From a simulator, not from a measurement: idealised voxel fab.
Name of the process module below: voxel air gaps
Section cut is 225 nm wide and gridded with 5 nm square cells.
Bands, listed from the top down, are how a cross-section gets written in this document; the cross-section itself is a grid of square cells, and a band is one or more rows of them.
Band: top height; bottom height; in nm. Then, left to right: material with width in nm, for each material. "all across": a single material spanning edge to edge. "air": empty space.
Basically, 0 is our baseline, since under it the wafer straight out of the box is all one material. The bottom band has no lower end and keeps on going down, so it looks like "top 0, no bottom".
Width "30..40": first value at the band's top row of cells, second value at its bottom row, equal change from row to row.
"remained the same" for a step: no cell of the cross-section changed in that step.
Look at "Completely enclosed voids" for the closed voids: empty spaces with no open path to the top, sized 8 cells or up. Each is width x height at distance, distance from the left edge, all nm.
Where a step's line continues beyond its settings, the continuation is a remark by the simulator itself on that step.
The line of a step may include "overlay nm". On a step with a mask, this value is how far to the right of its planned place the mask lay. A negative value means the mask lay to the left.
List of planned process steps
1: RECEIVE with material Si
2: CONFORMAL_DEP with material SiO2, thk nm 10
3: CONFORMAL_DEP with material SiCN, thk nm 5
4: DIRECTIONAL_DEP with material SiO2, thk nm 40
5: PATTERN with tone open, mask id LINES, material resist, width nm 20, pitch nm 45, thk nm 15, overlay nm 0
6: DIRECTIONAL_ETCH with etch materials SiO2, depth nm 40
7: STRIP with etch materials resist
8: CONFORMAL_DEP with material TiN, thk nm 5
9: FILL_DEP with material W, thk nm 10
10: CMP with height nm 55
11: EPI with material Ru, thk nm 10
12: SELECTIVE_ETCH with etch materials SiO2, depth nm 50
13: CONFORMAL_DEP with material SiCN, thk nm 5
Wafer cross-section on receipt, i.e. after step 1
	top 0, no bottom: Si all across
	Completely enclosed voids: none
Run as planned - first of the two wafers cross-sectioned at the end of the module
	top 70, bottom 65: air=40, then SiCN=140, then air=45
	top 65, bottom 55: air=40, then SiCN=5, then Ru=40, then SiCN=5, then Ru=40, then SiCN=5, then Ru=40, then SiCN=5, then air=45
	top 55, bottom 50: air=40, then SiCN=15, then TiN=5, then W=10, then TiN=5, then SiCN=25, then TiN=5, then W=10, then TiN=5, then SiCN=25, then TiN=5, then W=10, then TiN=5, then SiCN=15, then air=45
	top 50, bottom 20: air=50, then SiCN=5, then TiN=5, then W=10, then TiN=5, then SiCN=5, then air=15, then SiCN=5, then TiN=5, then W=10, then TiN=5, then SiCN=5, then air=15, then SiCN=5, then TiN=5, then W=10, then TiN=5, then SiCN=5, then air=55
	top 20, bottom 15: SiCN=55, then TiN=20, then SiCN=25, then TiN=20, then SiCN=25, then TiN=20, then SiCN=60
	top 15, bottom 10: SiCN all across
	top 10, bottom 0: SiO2 all across
	top 0, no bottom: Si all across
	Completely enclosed voids: 15 x 30 at 80; 15 x 30 at 125
Same start, same plan as the first wafer - but one mistake in the run. Cross-section of the second of the two at the end of the module
	top 70, bottom 65: air=40, then SiCN=140, then air=45
	top 65, bottom 55: air=40, then SiCN=5, then Ru=40, then SiCN=5, then Ru=40, then SiCN=5, then Ru=40, then SiCN=5, then air=45
	top 55, bottom 50: air=40, then SiCN=15, then TiN=5, then W=10, then TiN=5, then SiCN=25, then TiN=5, then W=10, then TiN=5, then SiCN=25, then TiN=5, then W=10, then TiN=5, then SiCN=15, then air=45
	top 50, bottom 20: air=50, then SiCN=5, then TiN=5, then W=10, then TiN=5, then SiCN=5, then air=15, then SiCN=5, then TiN=5, then W=10, then TiN=5, then SiCN=5, then air=15, then SiCN=5, then TiN=5, then W=10, then TiN=5, then SiCN=5, then air=55
	top 20, bottom 15: SiCN=55, then TiN=20, then SiCN=25, then TiN=20, then SiCN=25, then TiN=20, then SiCN=60
	top 15, bottom 10: W all across
	top 10, bottom 0: SiO2 all across
	top 0, no bottom: Si all across
	Completely enclosed voids: 15 x 30 at 80; 15 x 30 at 125
Processing error: step 3 was not run as planned; what actually ran was CONFORMAL_DEP with material W, thk nm 5
Counted in cells at the end, the second wafer holds more or fewer of these materials than the first: SiCN -45, W +45
